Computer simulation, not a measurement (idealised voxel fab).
This is a process module. Its name is voxel capacitor over wiring.
It is cross-section cut that appears here, measuring 275 nm in width, its square cells being 5 nm in size.
Cross-section layout: square cells on a grid; listed as bands, top to bottom; a band spans one or more cell rows.
Top, bottom (nm), then materials left to right with widths (nm); lone material tagged "full width" fills the whole band edge to edge; "air" = empty space.
Heights are expressed relative to 0, this being the level below which the as-received wafer comprises one material exclusively. The lowest band is unbounded in the downward direction and is denoted as in "from 0 down".
Read "30..40" as a graded width: first number on top, second number at the bottom, same change between each pair of neighbouring rows.
What does "remained the same" mean for a step? It means no cell of the cross-section changed in that step.
What "Trapped void list" gives you is every empty space of 8 cells or more that is cut off from the top. Each appears as width x height at distance, with the distance taken from the left edge and width, height and distance all in nm.
Heads up: the bit after the settings on a step's line is the simulator's remark on that step.
A step line may carry the setting "overlay nm", which, for steps involving a mask, states the distance by which the mask lay to the right of its intended position; negative values denote displacement to the left.
Structure of the following material. The material consists of pairs of cross-sections. Each pair comprises the cross-section before one process step and the cross-section after that step, the latter shown only down to the lowest band that changed. The step between the cross-sections is specified beneath each pair, including its settings. Pairs are not necessarily consecutive: they may derive from different runs of this module performed on the same starting wafer. Continuity with the pair above is to be assumed only where the entry headed "Pre-step snapshot" of the pair in question states it.
PRE-STEP SNAPSHOT
from 65 to 55 | SiO2=90 / TiN=5 / W=5 / TiN=5 / SiO2=170
from 55 to 50 | SiCN=90 / TiN=15 / SiCN=170
from 50 to 45 | SiCN=80 / Ru=30 / SiCN=50 / Ru=30 / SiCN=85
from 45 to 35 | lowk=85 / TiN=5 / W=10 / TiN=5 / lowk=60 / TiN=5 / W=10 / TiN=5 / lowk=90
from 35 to 30 | SiCN=85 / TiN=20 / SiCN=60 / TiN=20 / SiCN=90
from 30 to 0 | SiO2 full width
from 0 down | Si full width
Trapped void list: none
SECTION AFTER PROCESSING
from 70 to 65 | TiN full width
At heights below 65, the structure remains unaltered.
Trapped void list: none
Process step (between the before and after cross-sections above): DIRECTIONAL_DEP,material TiN,thk nm 5
Pre-step snapshot: see preceding pair, after cross-section.
SECTION AFTER PROCESSING
from 75 to 70 | SiN full width
At heights below 70, the structure remains unaltered.
Trapped void list: none
Process step (between the before and after cross-sections above): DIRECTIONAL_DEP,material SiN,thk nm 5
Pre-step snapshot: see preceding pair, after cross-section.
SECTION AFTER PROCESSING
from 85 to 75 | TiN full width
At heights below 75, the structure remains unaltered.
Trapped void list: none
Process step (between the before and after cross-sections above): DIRECTIONAL_DEP,material TiN,thk nm 10
Pre-step snapshot: see preceding pair, after cross-section.
SECTION AFTER PROCESSING
from 100 to 85 | aC full width
At heights below 85, the structure remains unaltered.
Trapped void list: none
Process step (between the before and after cross-sections above): DIRECTIONAL_DEP,material aC,thk nm 15
Pre-step snapshot: see preceding pair, after cross-section.
SECTION AFTER PROCESSING
from 130 to 100 | air=90 / resist=65 / air=120
At heights below 100, the structure remains unaltered.
Trapped void list: none
Process step (between the before and after cross-sections above): PATTERN,tone cover,mask id UPPER_PLATE,material resist,width nm 65,thk nm 30,overlay nm 0
Pre-step snapshot: see preceding pair, after cross-section.
SECTION AFTER PROCESSING
from 115 to 100 | air=90 / resist=65 / air=120
from 100 to 85 | air=90 / aC=65 / air=120
At heights below 85, the structure remains unaltered.
Trapped void list: none
Process step (between the before and after cross-sections above): DIRECTIONAL_ETCH,etch materials aC,depth nm 15
Pre-step snapshot: see preceding pair, after cross-section.
SECTION AFTER PROCESSING
from 100 to 85 | air=90 / aC=65 / air=120
At heights below 85, the structure remains unaltered.
Trapped void list: none
Process step (between the before and after cross-sections above): STRIP,etch materials resist
Pre-step snapshot: see preceding pair, after cross-section.
SECTION AFTER PROCESSING
from 100 to 85 | air=90 / aC=65 / air=120
from 85 to 75 | air=90 / TiN=65 / air=120
At heights below 75, the structure remains unaltered.
Trapped void list: none
Process step (between the before and after cross-sections above): DIRECTIONAL_ETCH,etch materials TiN,depth nm 10
Pre-step snapshot: see preceding pair, after cross-section.
SECTION AFTER PROCESSING
from 100 to 85 | air=90 / aC=65 / air=120
from 85 to 75 | air=90 / TiN=65 / air=120
from 75 to 70 | air=90 / SiN=65 / air=120
At heights below 70, the structure remains unaltered.
Trapped void list: none
Process step (between the before and after cross-sections above): DIRECTIONAL_ETCH,etch materials SiN,depth nm 5
Pre-step snapshot: see preceding pair, after cross-section.
SECTION AFTER PROCESSING
from 85 to 75 | air=90 / TiN=65 / air=120
At heights below 75, the structure remains unaltered.
Trapped void list: none
Process step (between the before and after cross-sections above): STRIP,etch materials aC
Pre-step snapshot: see preceding pair, after cross-section.
SECTION AFTER PROCESSING
from 100 to 85 | air=85 / resist=75 / air=115
from 85 to 75 | air=85 / resist=5 / TiN=65 / resist=5 / air=115
from 75 to 70 | air=85 / resist=5 / SiN=65 / resist=5 / air=115
At heights below 70, the structure remains unaltered.
Trapped void list: none
Process step (between the before and after cross-sections above): PATTERN,tone cover,mask id LOWER_PLATE,material resist,width nm 75,thk nm 15,overlay nm 0
Pre-step snapshot: see preceding pair, after cross-section.
SECTION AFTER PROCESSING
from 100 to 85 | air=85 / resist=75 / air=115
from 85 to 75 | air=85 / resist=5 / TiN=65 / resist=5 / air=115
from 75 to 70 | air=85 / resist=5 / SiN=65 / resist=5 / air=115
from 70 to 65 | air=85 / TiN=75 / air=115
At heights below 65, the structure remains unaltered.
Trapped void list: none
Process step (between the before and after cross-sections above): DIRECTIONAL_ETCH,etch materials TiN,depth nm 5
Pre-step snapshot: see preceding pair, after cross-section.
SECTION AFTER PROCESSING
from 85 to 75 | air=90 / TiN=65 / air=120
from 75 to 70 | air=90 / SiN=65 / air=120
At heights below 70, the structure remains unaltered.
Trapped void list: none
Process step (between the before and after cross-sections above): STRIP,etch materials resist
Pre-step snapshot: see preceding pair, after cross-section.
SECTION AFTER PROCESSING
from 100 to 85 | SiO2 full width
from 85 to 75 | SiO2=90 / TiN=65 / SiO2=120
from 75 to 70 | SiO2=90 / SiN=65 / SiO2=120
from 70 to 65 | SiO2=85 / TiN=75 / SiO2=115
At heights below 65, the structure remains unaltered.
Trapped void list: none
Process step (between the before and after cross-sections above): FILL_DEP,material SiO2,thk nm 15
Pre-step snapshot: see preceding pair, after cross-section.
SECTION AFTER PROCESSING
from 95 to 85 | SiO2 full width
At heights below 85, the structure remains unaltered.
Trapped void list: none
Process step (between the before and after cross-sections above): CMP,height nm 95
Pre-step snapshot: see preceding pair, after cross-section.
SECTION AFTER PROCESSING
from 95 to 85 | SiO2=100 / air=15 / SiO2=160
At heights below 85, the structure remains unaltered.
Trapped void list: none
Process step (between the before and after cross-sections above): MASKED_ETCH,tone open,mask id PLUG_2,width nm 15,etch materials SiO2,depth nm 10,overlay nm 0
Pre-step snapshot: see preceding pair, after cross-section.
SECTION AFTER PROCESSING
from 100 to 95 | TiN=105 / air=5 / TiN=165
from 95 to 90 | SiO2=100 / TiN=5 / air=5 / TiN=5 / SiO2=160
from 90 to 85 | SiO2=100 / TiN=15 / SiO2=160
At heights below 85, the structure remains unaltered.
Trapped void list: none
Process step (between the before and after cross-sections above): CONFORMAL_DEP,material TiN,thk nm 5
Pre-step snapshot: see preceding pair, after cross-section.
SECTION AFTER PROCESSING
from 105 to 100 | Ru full width
from 100 to 95 | TiN=105 / Ru=5 / TiN=165
from 95 to 90 | SiO2=100 / TiN=5 / Ru=5 / TiN=5 / SiO2=160
At heights below 90, the structure remains unaltered.
Trapped void list: none
Process step (between the before and after cross-sections above): FILL_DEP,material Ru,thk nm 5
Pre-step snapshot: see preceding pair, after cross-section.
SECTION AFTER PROCESSING
from 95 to 90 | SiO2=100 / TiN=5 / Ru=5 / TiN=5 / SiO2=160
At heights below 90, the structure remains unaltered.
Trapped void list: none
Process step (between the before and after cross-sections above): CMP,height nm 95
Pre-step snapshot: see preceding pair, after cross-section.
SECTION AFTER PROCESSING
from 100 to 95 | SiN full width
At heights below 95, the structure remains unaltered.
Trapped void list: none
Process step (between the before and after cross-sections above): CONFORMAL_DEP,material SiN,thk nm 5
PRE-STEP SNAPSHOT
from 50 to 45 | air=80 / Ru=30 / air=50 / Ru=30 / air=85
from 45 to 20 | lowk=85 / TiN=5 / W=10 / TiN=5 / lowk=60 / TiN=5 / W=10 / TiN=5 / lowk=90
from 20 to 15 | SiCN=85 / TiN=20 / SiCN=60 / TiN=20 / SiCN=90
from 15 to 0 | SiO2 full width
from 0 down | Si full width
Trapped void list: none
SECTION AFTER PROCESSING
from 60 to 55 | air=80 / SiO2=30 / air=50 / SiO2=30 / air=85
from 55 to 50 | SiO2 full width
from 50 to 45 | SiO2=80 / Ru=30 / SiO2=50 / Ru=30 / SiO2=85
At heights below 45, the structure remains unaltered.
Trapped void list: none
Process step (between the before and after cross-sections above): DIRECTIONAL_DEP,material SiO2,thk nm 10
Pre-step snapshot: see preceding pair, after cross-section.
SECTION AFTER PROCESSING
from 65 to 60 | SiCN full width
from 60 to 55 | SiCN=80 / SiO2=30 / SiCN=50 / SiO2=30 / SiCN=85
At heights below 55, the structure remains unaltered.
Trapped void list: none
Process step (between the before and after cross-sections above): FILL_DEP,material SiCN,thk nm 5
Pre-step snapshot: see preceding pair, after cross-section.
SECTION AFTER PROCESSING
from 80 to 65 | resist=90 / air=15 / resist=170
At heights below 65, the structure remains unaltered.
Trapped void list: none
Process step (between the before and after cross-sections above): PATTERN,tone open,mask id PLUG_1,material resist,width nm 15,thk nm 15,overlay nm 0
Pre-step snapshot: see preceding pair, after cross-section.
SECTION AFTER PROCESSING
from 80 to 65 | resist=90 / air=15 / resist=170
from 65 to 60 | SiCN=90 / air=15 / SiCN=170
At heights below 60, the structure remains unaltered.
Trapped void list: none
Process step (between the before and after cross-sections above): DIRECTIONAL_ETCH,etch materials SiCN,depth nm 5
Pre-step snapshot: see preceding pair, after cross-section.
SECTION AFTER PROCESSING
from 65 to 60 | SiCN=90 / air=15 / SiCN=170
At heights below 60, the structure remains unaltered.
Trapped void list: none
Process step (between the before and after cross-sections above): STRIP,etch materials resist
Pre-step snapshot: see preceding pair, after cross-section.
SECTION AFTER PROCESSING
from 70 to 65 | TiN=95 / air=5 / TiN=175
from 65 to 60 | SiCN=90 / TiN=15 / SiCN=170
At heights below 60, the structure remains unaltered.
Trapped void list: none
Process step (between the before and after cross-sections above): CONFORMAL_DEP,material TiN,thk nm 5
Pre-step snapshot: see preceding pair, after cross-section.
SECTION AFTER PROCESSING
from 75 to 70 | W full width
from 70 to 65 | TiN=95 / W=5 / TiN=175
At heights below 65, the structure remains unaltered.
Trapped void list: none
Process step (between the before and after cross-sections above): FILL_DEP,material W,thk nm 5
Pre-step snapshot: see preceding pair, after cross-section.
SECTION AFTER PROCESSING
from 65 to 60 | SiCN=90 / TiN=15 / SiCN=170
At heights below 60, the structure remains unaltered.
Trapped void list: none
Process step (between the before and after cross-sections above): CMP,height nm 65
Pre-step snapshot: see preceding pair, after cross-section.
SECTION AFTER PROCESSING
from 70 to 65 | TiN full width
At heights below 65, the structure remains unaltered.
Trapped void list: none
Process step (between the before and after cross-sections above): DIRECTIONAL_DEP,material TiN,thk nm 5
Pre-step snapshot: see preceding pair, after cross-section.
SECTION AFTER PROCESSING
from 75 to 70 | SiN full width
At heights below 70, the structure remains unaltered.
Trapped void list: none
Process step (between the before and after cross-sections above): DIRECTIONAL_DEP,material SiN,thk nm 5
Pre-step snapshot: see preceding pair, after cross-section.
SECTION AFTER PROCESSING
from 85 to 75 | TiN full width
At heights below 75, the structure remains unaltered.
Trapped void list: none
Process step (between the before and after cross-sections above): DIRECTIONAL_DEP,material TiN,thk nm 10
Pre-step snapshot: see preceding pair, after cross-section.
SECTION AFTER PROCESSING
from 100 to 85 | aC full width
At heights below 85, the structure remains unaltered.
Trapped void list: none
Process step (between the before and after cross-sections above): DIRECTIONAL_DEP,material aC,thk nm 15
Pre-step snapshot: see preceding pair, after cross-section.
SECTION AFTER PROCESSING
from 130 to 100 | air=90 / resist=65 / air=120
At heights below 100, the structure remains unaltered.
Trapped void list: none
Process step (between the before and after cross-sections above): PATTERN,tone cover,mask id UPPER_PLATE,material resist,width nm 65,thk nm 30,overlay nm 0
Pre-step snapshot: see preceding pair, after cross-section.
SECTION AFTER PROCESSING
from 115 to 100 | air=90 / resist=65 / air=120
from 100 to 85 | air=90 / aC=65 / air=120
At heights below 85, the structure remains unaltered.
Trapped void list: none
Process step (between the before and after cross-sections above): DIRECTIONAL_ETCH,etch materials aC,depth nm 15
Pre-step snapshot: see preceding pair, after cross-section.
SECTION AFTER PROCESSING
from 100 to 85 | air=90 / aC=65 / air=120
At heights below 85, the structure remains unaltered.
Trapped void list: none
Process step (between the before and after cross-sections above): STRIP,etch materials resist
Pre-step snapshot: see preceding pair, after cross-section.
SECTION AFTER PROCESSING
from 100 to 85 | air=90 / aC=65 / air=120
from 85 to 75 | air=90 / TiN=65 / air=120
At heights below 75, the structure remains unaltered.
Trapped void list: none
Process step (between the before and after cross-sections above): DIRECTIONAL_ETCH,etch materials TiN,depth nm 10
Pre-step snapshot: see preceding pair, after cross-section.
SECTION AFTER PROCESSING
from 100 to 85 | air=90 / aC=65 / air=120
from 85 to 75 | air=90 / TiN=65 / air=120
from 75 to 70 | air=90 / SiN=65 / air=120
At heights below 70, the structure remains unaltered.
Trapped void list: none
Process step (between the before and after cross-sections above): DIRECTIONAL_ETCH,etch materials SiN,depth nm 5
Pre-step snapshot: see preceding pair, after cross-section.
SECTION AFTER PROCESSING
from 85 to 75 | air=90 / TiN=65 / air=120
At heights below 75, the structure remains unaltered.
Trapped void list: none
Process step (between the before and after cross-sections above): STRIP,etch materials aC
Pre-step snapshot: see preceding pair, after cross-section.
SECTION AFTER PROCESSING
from 100 to 85 | air=85 / resist=75 / air=115
from 85 to 75 | air=85 / resist=5 / TiN=65 / resist=5 / air=115
from 75 to 70 | air=85 / resist=5 / SiN=65 / resist=5 / air=115
At heights below 70, the structure remains unaltered.
Trapped void list: none
Process step (between the before and after cross-sections above): PATTERN,tone cover,mask id LOWER_PLATE,material resist,width nm 75,thk nm 15,overlay nm 0
Pre-step snapshot: see preceding pair, after cross-section.
SECTION AFTER PROCESSING
from 100 to 85 | air=85 / resist=75 / air=115
from 85 to 75 | air=85 / resist=5 / TiN=65 / resist=5 / air=115
from 75 to 70 | air=85 / resist=5 / SiN=65 / resist=5 / air=115
from 70 to 65 | air=85 / TiN=75 / air=115
At heights below 65, the structure remains unaltered.
Trapped void list: none
Process step (between the before and after cross-sections above): DIRECTIONAL_ETCH,etch materials TiN,depth nm 5
Pre-step snapshot: see preceding pair, after cross-section.
SECTION AFTER PROCESSING
from 85 to 75 | air=90 / TiN=65 / air=120
from 75 to 70 | air=90 / SiN=65 / air=120
At heights below 70, the structure remains unaltered.
Trapped void list: none
Process step (between the before and after cross-sections above): STRIP,etch materials resist
Pre-step snapshot: see preceding pair, after cross-section.
SECTION AFTER PROCESSING
from 100 to 85 | SiO2 full width
from 85 to 75 | SiO2=90 / TiN=65 / SiO2=120
from 75 to 70 | SiO2=90 / SiN=65 / SiO2=120
from 70 to 65 | SiO2=85 / TiN=75 / SiO2=115
At heights below 65, the structure remains unaltered.
Trapped void list: none
Process step (between the before and after cross-sections above): FILL_DEP,material SiO2,thk nm 15
Pre-step snapshot: see preceding pair, after cross-section.
SECTION AFTER PROCESSING
from 95 to 85 | SiO2 full width
At heights below 85, the structure remains unaltered.
Trapped void list: none
Process step (between the before and after cross-sections above): CMP,height nm 95
Pre-step snapshot: see preceding pair, after cross-section.
SECTION AFTER PROCESSING
from 95 to 85 | SiO2=100 / air=15 / SiO2=160
At heights below 85, the structure remains unaltered.
Trapped void list: none
Process step (between the before and after cross-sections above): MASKED_ETCH,tone open,mask id PLUG_2,width nm 15,etch materials SiO2,depth nm 10,overlay nm 0
Pre-step snapshot: see preceding pair, after cross-section.
SECTION AFTER PROCESSING
from 100 to 95 | TiN=105 / air=5 / TiN=165
from 95 to 90 | SiO2=100 / TiN=5 / air=5 / TiN=5 / SiO2=160
from 90 to 85 | SiO2=100 / TiN=15 / SiO2=160
At heights below 85, the structure remains unaltered.
Trapped void list: none
Process step (between the before and after cross-sections above): CONFORMAL_DEP,material TiN,thk nm 5
Pre-step snapshot: see preceding pair, after cross-section.
SECTION AFTER PROCESSING
from 105 to 100 | Ru full width
from 100 to 95 | TiN=105 / Ru=5 / TiN=165
from 95 to 90 | SiO2=100 / TiN=5 / Ru=5 / TiN=5 / SiO2=160
At heights below 90, the structure remains unaltered.
Trapped void list: none
Process step (between the before and after cross-sections above): FILL_DEP,material Ru,thk nm 5
Pre-step snapshot: see preceding pair, after cross-section.
SECTION AFTER PROCESSING
from 95 to 90 | SiO2=100 / TiN=5 / Ru=5 / TiN=5 / SiO2=160
At heights below 90, the structure remains unaltered.
Trapped void list: none
Process step (between the before and after cross-sections above): CMP,height nm 95
Pre-step snapshot: see preceding pair, after cross-section.
SECTION AFTER PROCESSING
from 100 to 95 | SiN full width
At heights below 95, the structure remains unaltered.
Trapped void list: none
Process step (between the before and after cross-sections above): CONFORMAL_DEP,material SiN,thk nm 5
PRE-STEP SNAPSHOT
from 100 to 85 | SiO2 full width
from 85 to 75 | SiO2=90 / TiN=65 / SiO2=120
from 75 to 70 | SiO2=90 / SiN=65 / SiO2=120
from 70 to 65 | SiO2=85 / TiN=75 / SiO2=115
from 65 to 55 | SiO2=90 / TiN=5 / W=5 / TiN=5 / SiO2=170
from 55 to 50 | SiCN=90 / TiN=15 / SiCN=170
from 50 to 45 | SiCN=80 / Ru=30 / SiCN=50 / Ru=30 / SiCN=85
from 45 to 20 | lowk=85 / TiN=5 / W=10 / TiN=5 / lowk=60 / TiN=5 / W=10 / TiN=5 / lowk=90
from 20 to 15 | SiCN=85 / TiN=20 / SiCN=60 / TiN=20 / SiCN=90
from 15 to 0 | SiO2 full width
from 0 down | Si full width
Trapped void list: none
SECTION AFTER PROCESSING
from 90 to 85 | SiO2 full width
At heights below 85, the structure remains unaltered.
Trapped void list: none
Process step (between the before and after cross-sections above): CMP,height nm 90
Pre-step snapshot: see preceding pair, after cross-section.
SECTION AFTER PROCESSING
from 90 to 85 | SiO2=100 / air=15 / SiO2=160
At heights below 85, the structure remains unaltered.
Trapped void list: none
Process step (between the before and after cross-sections above): MASKED_ETCH,tone open,mask id PLUG_2,width nm 15,etch materials SiO2,depth nm 10,overlay nm 0
Pre-step snapshot: see preceding pair, after cross-section.
SECTION AFTER PROCESSING
from 95 to 90 | TiN=105 / air=5 / TiN=165
from 90 to 85 | SiO2=100 / TiN=15 / SiO2=160
At heights below 85, the structure remains unaltered.
Trapped void list: none
Process step (between the before and after cross-sections above): CONFORMAL_DEP,material TiN,thk nm 5
Pre-step snapshot: see preceding pair, after cross-section.
SECTION AFTER PROCESSING
from 100 to 95 | Ru full width
from 95 to 90 | TiN=105 / Ru=5 / TiN=165
At heights below 90, the structure remains unaltered.
Trapped void list: none
Process step (between the before and after cross-sections above): FILL_DEP,material Ru,thk nm 5
Pre-step snapshot: see preceding pair, after cross-section.
SECTION AFTER PROCESSING
from 95 to 90 | TiN=105 / Ru=5 / TiN=165
At heights below 90, the structure remains unaltered.
Trapped void list: none
Process step (between the before and after cross-sections above): CMP,height nm 95
Pre-step snapshot: see preceding pair, after cross-section.
SECTION AFTER PROCESSING
from 100 to 95 | SiN full width
At heights below 95, the structure remains unaltered.
Trapped void list: none
Process step (between the before and after cross-sections above): CONFORMAL_DEP,material SiN,thk nm 5
PRE-STEP SNAPSHOT
from 45 to 20 | lowk full width
from 20 to 15 | SiCN full width
from 15 to 0 | SiO2 full width
from 0 down | Si full width
Trapped void list: none
SECTION AFTER PROCESSING
from 60 to 45 | resist=90 / air=15 / resist=65 / air=15 / resist=90
At heights below 45, the structure remains unaltered.
Trapped void list: none
Process step (between the before and after cross-sections above): PATTERN,tone open,mask id METAL_1,material resist,width nm 15,pitch nm 80,thk nm 15,overlay nm 0
Pre-step snapshot: see preceding pair, after cross-section.
SECTION AFTER PROCESSING
from 60 to 45 | resist=90 / air=15 / resist=65 / air=15 / resist=90
from 45 to 20 | lowk=90 / air=15 / lowk=65 / air=15 / lowk=90
At heights below 20, the structure remains unaltered.
Trapped void list: none
Process step (between the before and after cross-sections above): DIRECTIONAL_ETCH,etch materials lowk,depth nm 25
Pre-step snapshot: see preceding pair, after cross-section.
SECTION AFTER PROCESSING
from 60 to 45 | resist=90 / air=15 / resist=65 / air=15 / resist=90
from 45 to 20 | lowk=90 / air=15 / lowk=65 / air=15 / lowk=90
from 20 to 15 | SiCN=90 / air=15 / SiCN=65 / air=15 / SiCN=90
At heights below 15, the structure remains unaltered.
Trapped void list: none
Process step (between the before and after cross-sections above): DIRECTIONAL_ETCH,etch materials SiCN,depth nm 5
Pre-step snapshot: see preceding pair, after cross-section.
SECTION AFTER PROCESSING
from 45 to 20 | lowk=90 / air=15 / lowk=65 / air=15 / lowk=90
At heights below 20, the structure remains unaltered.
Trapped void list: none
Process step (between the before and after cross-sections above): STRIP,etch materials resist
Pre-step snapshot: see preceding pair, after cross-section.
SECTION AFTER PROCESSING
from 50 to 45 | TiN=95 / air=5 / TiN=75 / air=5 / TiN=95
from 45 to 20 | lowk=90 / TiN=5 / air=5 / TiN=5 / lowk=65 / TiN=5 / air=5 / TiN=5 / lowk=90
from 20 to 15 | SiCN=90 / TiN=15 / SiCN=65 / TiN=15 / SiCN=90
At heights below 15, the structure remains unaltered.
Trapped void list: none
Process step (between the before and after cross-sections above): CONFORMAL_DEP,material TiN,thk nm 5
Pre-step snapshot: see preceding pair, after cross-section.
SECTION AFTER PROCESSING
from 60 to 50 | W full width
from 50 to 45 | TiN=95 / W=5 / TiN=75 / W=5 / TiN=95
from 45 to 20 | lowk=90 / TiN=5 / W=5 / TiN=5 / lowk=65 / TiN=5 / W=5 / TiN=5 / lowk=90
At heights below 20, the structure remains unaltered.
Trapped void list: none
Process step (between the before and after cross-sections above): FILL_DEP,material W,thk nm 10
Pre-step snapshot: see preceding pair, after cross-section.
SECTION AFTER PROCESSING
from 45 to 20 | lowk=90 / TiN=5 / W=5 / TiN=5 / lowk=65 / TiN=5 / W=5 / TiN=5 / lowk=90
At heights below 20, the structure remains unaltered.
Trapped void list: none
Process step (between the before and after cross-sections above): CMP,height nm 45
Pre-step snapshot: see preceding pair, after cross-section.
SECTION AFTER PROCESSING
from 50 to 45 | air=85 / Ru=25 / air=55 / Ru=25 / air=85
At heights below 45, the structure remains unaltered.
Trapped void list: none
Process step (between the before and after cross-sections above): EPI,material Ru,thk nm 5
Pre-step snapshot: see preceding pair, after cross-section.
SECTION AFTER PROCESSING
from 55 to 50 | SiCN full width
from 50 to 45 | SiCN=85 / Ru=25 / SiCN=55 / Ru=25 / SiCN=85
At heights below 45, the structure remains unaltered.
Trapped void list: none
Process step (between the before and after cross-sections above): FILL_DEP,material SiCN,thk nm 5
Pre-step snapshot: see preceding pair, after cross-section.
SECTION AFTER PROCESSING
from 65 to 55 | SiO2 full width
At heights below 55, the structure remains unaltered.
Trapped void list: none
Process step (between the before and after cross-sections above): DIRECTIONAL_DEP,material SiO2,thk nm 10
Pre-step snapshot: see preceding pair, after cross-section.
SECTION AFTER PROCESSING
from 80 to 65 | resist=90 / air=15 / resist=170
At heights below 65, the structure remains unaltered.
Trapped void list: none
Process step (between the before and after cross-sections above): PATTERN,tone open,mask id PLUG_1,material resist,width nm 15,thk nm 15,overlay nm 0
Pre-step snapshot: see preceding pair, after cross-section.
SECTION AFTER PROCESSING
from 80 to 65 | resist=90 / air=15 / resist=170
from 65 to 55 | SiO2=90 / air=15 / SiO2=170
At heights below 55, the structure remains unaltered.
Trapped void list: none
Process step (between the before and after cross-sections above): DIRECTIONAL_ETCH,etch materials SiO2,depth nm 10
Pre-step snapshot: see preceding pair, after cross-section.
SECTION AFTER PROCESSING
from 80 to 65 | resist=90 / air=15 / resist=170
from 65 to 55 | SiO2=90 / air=15 / SiO2=170
from 55 to 50 | SiCN=90 / air=15 / SiCN=170
At heights below 50, the structure remains unaltered.
Trapped void list: none
Process step (between the before and after cross-sections above): DIRECTIONAL_ETCH,etch materials SiCN,depth nm 5
Pre-step snapshot: see preceding pair, after cross-section.
SECTION AFTER PROCESSING
from 65 to 55 | SiO2=90 / air=15 / SiO2=170
At heights below 55, the structure remains unaltered.
Trapped void list: none
Process step (between the before and after cross-sections above): STRIP,etch materials resist
Pre-step snapshot: see preceding pair, after cross-section.
SECTION AFTER PROCESSING
from 70 to 65 | TiN=95 / air=5 / TiN=175
from 65 to 55 | SiO2=90 / TiN=5 / air=5 / TiN=5 / SiO2=170
from 55 to 50 | SiCN=90 / TiN=15 / SiCN=170
At heights below 50, the structure remains unaltered.
Trapped void list: none
Process step (between the before and after cross-sections above): CONFORMAL_DEP,material TiN,thk nm 5
Pre-step snapshot: see preceding pair, after cross-section.
SECTION AFTER PROCESSING
from 75 to 70 | W full width
from 70 to 65 | TiN=95 / W=5 / TiN=175
from 65 to 55 | SiO2=90 / TiN=5 / W=5 / TiN=5 / SiO2=170
At heights below 55, the structure remains unaltered.
Trapped void list: none
Process step (between the before and after cross-sections above): FILL_DEP,material W,thk nm 5
Pre-step snapshot: see preceding pair, after cross-section.
SECTION AFTER PROCESSING
from 65 to 55 | SiO2=90 / TiN=5 / W=5 / TiN=5 / SiO2=170
At heights below 55, the structure remains unaltered.
Trapped void list: none
Process step (between the before and after cross-sections above): CMP,height nm 65
Pre-step snapshot: see preceding pair, after cross-section.
SECTION AFTER PROCESSING
from 70 to 65 | TiN full width
At heights below 65, the structure remains unaltered.
Trapped void list: none
Process step (between the before and after cross-sections above): DIRECTIONAL_DEP,material TiN,thk nm 5
Pre-step snapshot: see preceding pair, after cross-section.
SECTION AFTER PROCESSING
from 75 to 70 | SiN full width
At heights below 70, the structure remains unaltered.
Trapped void list: none
Process step (between the before and after cross-sections above): DIRECTIONAL_DEP,material SiN,thk nm 5
Pre-step snapshot: see preceding pair, after cross-section.
SECTION AFTER PROCESSING
from 85 to 75 | TiN full width
At heights below 75, the structure remains unaltered.
Trapped void list: none
Process step (between the before and after cross-sections above): DIRECTIONAL_DEP,material TiN,thk nm 10
Pre-step snapshot: see preceding pair, after cross-section.
SECTION AFTER PROCESSING
from 100 to 85 | aC full width
At heights below 85, the structure remains unaltered.
Trapped void list: none
Process step (between the before and after cross-sections above): DIRECTIONAL_DEP,material aC,thk nm 15
Pre-step snapshot: see preceding pair, after cross-section.
SECTION AFTER PROCESSING
from 130 to 100 | air=90 / resist=65 / air=120
At heights below 100, the structure remains unaltered.
Trapped void list: none
Process step (between the before and after cross-sections above): PATTERN,tone cover,mask id UPPER_PLATE,material resist,width nm 65,thk nm 30,overlay nm 0
Pre-step snapshot: see preceding pair, after cross-section.
SECTION AFTER PROCESSING
from 115 to 100 | air=90 / resist=65 / air=120
from 100 to 85 | air=90 / aC=65 / air=120
At heights below 85, the structure remains unaltered.
Trapped void list: none
Process step (between the before and after cross-sections above): DIRECTIONAL_ETCH,etch materials aC,depth nm 15
Pre-step snapshot: see preceding pair, after cross-section.
SECTION AFTER PROCESSING
from 100 to 85 | air=90 / aC=65 / air=120
At heights below 85, the structure remains unaltered.
Trapped void list: none
Process step (between the before and after cross-sections above): STRIP,etch materials resist
Pre-step snapshot: see preceding pair, after cross-section.
SECTION AFTER PROCESSING
from 100 to 85 | air=90 / aC=65 / air=120
from 85 to 75 | air=90 / TiN=65 / air=120
At heights below 75, the structure remains unaltered.
Trapped void list: none
Process step (between the before and after cross-sections above): DIRECTIONAL_ETCH,etch materials TiN,depth nm 10
Pre-step snapshot: see preceding pair, after cross-section.
SECTION AFTER PROCESSING
from 100 to 85 | air=90 / aC=65 / air=120
from 85 to 75 | air=90 / TiN=65 / air=120
from 75 to 70 | air=90 / SiN=65 / air=120
At heights below 70, the structure remains unaltered.
Trapped void list: none
Process step (between the before and after cross-sections above): DIRECTIONAL_ETCH,etch materials SiN,depth nm 5
Pre-step snapshot: see preceding pair, after cross-section.
SECTION AFTER PROCESSING
from 85 to 75 | air=90 / TiN=65 / air=120
At heights below 75, the structure remains unaltered.
Trapped void list: none
Process step (between the before and after cross-sections above): STRIP,etch materials aC
Pre-step snapshot: see preceding pair, after cross-section.
SECTION AFTER PROCESSING
from 100 to 85 | air=85 / resist=75 / air=115
from 85 to 75 | air=85 / resist=5 / TiN=65 / resist=5 / air=115
from 75 to 70 | air=85 / resist=5 / SiN=65 / resist=5 / air=115
At heights below 70, the structure remains unaltered.
Trapped void list: none
Process step (between the before and after cross-sections above): PATTERN,tone cover,mask id LOWER_PLATE,material resist,width nm 75,thk nm 15,overlay nm 0
Pre-step snapshot: see preceding pair, after cross-section.
SECTION AFTER PROCESSING
from 100 to 85 | air=85 / resist=75 / air=115
from 85 to 75 | air=85 / resist=5 / TiN=65 / resist=5 / air=115
from 75 to 70 | air=85 / resist=5 / SiN=65 / resist=5 / air=115
from 70 to 65 | air=85 / TiN=75 / air=115
At heights below 65, the structure remains unaltered.
Trapped void list: none
Process step (between the before and after cross-sections above): DIRECTIONAL_ETCH,etch materials TiN,depth nm 5
Pre-step snapshot: see preceding pair, after cross-section.
SECTION AFTER PROCESSING
from 85 to 75 | air=90 / TiN=65 / air=120
from 75 to 70 | air=90 / SiN=65 / air=120
At heights below 70, the structure remains unaltered.
Trapped void list: none
Process step (between the before and after cross-sections above): STRIP,etch materials resist
Pre-step snapshot: see preceding pair, after cross-section.
SECTION AFTER PROCESSING
from 100 to 85 | SiO2 full width
from 85 to 75 | SiO2=90 / TiN=65 / SiO2=120
from 75 to 70 | SiO2=90 / SiN=65 / SiO2=120
from 70 to 65 | SiO2=85 / TiN=75 / SiO2=115
At heights below 65, the structure remains unaltered.
Trapped void list: none
Process step (between the before and after cross-sections above): FILL_DEP,material SiO2,thk nm 15
Pre-step snapshot: see preceding pair, after cross-section.
SECTION AFTER PROCESSING
from 95 to 85 | SiO2 full width
At heights below 85, the structure remains unaltered.
Trapped void list: none
Process step (between the before and after cross-sections above): CMP,height nm 95
Pre-step snapshot: see preceding pair, after cross-section.
SECTION AFTER PROCESSING
from 95 to 85 | SiO2=100 / air=15 / SiO2=160
At heights below 85, the structure remains unaltered.
Trapped void list: none
Process step (between the before and after cross-sections above): MASKED_ETCH,tone open,mask id PLUG_2,width nm 15,etch materials SiO2,depth nm 10,overlay nm 0
